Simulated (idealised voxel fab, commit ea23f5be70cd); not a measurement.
process module | voxel released beams
cross-section cut | 165 nm wide | cells 5 nm
A cross-section is a grid of square cells, given in bands from the top down. A band is one or more rows of cells.
Each band's line starts with the height of the band's top and of its bottom, in nm. Then come its materials from left to right, each with its width in nm. One material with "throughout" fills the band from edge to edge. "air" is empty space.
Height 0 is the level under which the wafer as received is all one material. The lowest band goes on downwards, as in "0 down".
A width such as "30 to 40" changes by the same amount from each row of cells to the next, from the band's top row to its bottom row.
"no change" after a step means that no cell of the cross-section changed.
closed voids: empty space of 8 cells or more with no open way to the top, each as width x height at its distance from the left edge, in nm
after a step's settings: what the simulator itself notes on the step
overlay nm, on a step with a mask: how far to the right of its planned place the mask lay; to the left if negative
plan
1 op RECEIVE | material Si
2 op CONFORMAL_DEP | material SiN | thk nm 5
3 op DIRECTIONAL_DEP | material SiO2 | thk nm 20
4 op DIRECTIONAL_DEP | material aC | thk nm 15
5 op PATTERN | tone open | mask id ANCHOR | material resist | width nm 30 | thk nm 30 | overlay nm 0
6 op DIRECTIONAL_ETCH | etch materials aC | depth nm 15
7 op STRIP | etch materials resist
8 op DIRECTIONAL_ETCH | etch materials SiO2 | depth nm 20
9 op STRIP | etch materials aC
10 op CONFORMAL_DEP | material polySi | thk nm 10
11 op PATTERN | tone cover | mask id BEAM | material resist | width nm 75 | thk nm 15 | overlay nm 0
12 op DIRECTIONAL_ETCH | etch materials polySi | depth nm 10
13 op STRIP | etch materials resist
14 op STRIP | etch materials SiO2
as received, after step 1
  0 down: Si throughout
  closed voids: none
a wafer at the end: this start, this plan, one mistake
  35 to 25: air 40 | polySi 75 | air 50
  25 to 20: SiN throughout
  20 to 0: SiO2 throughout
  0 down: Si throughout
  closed voids: none
what went wrong: steps 2 and 3 were swapped
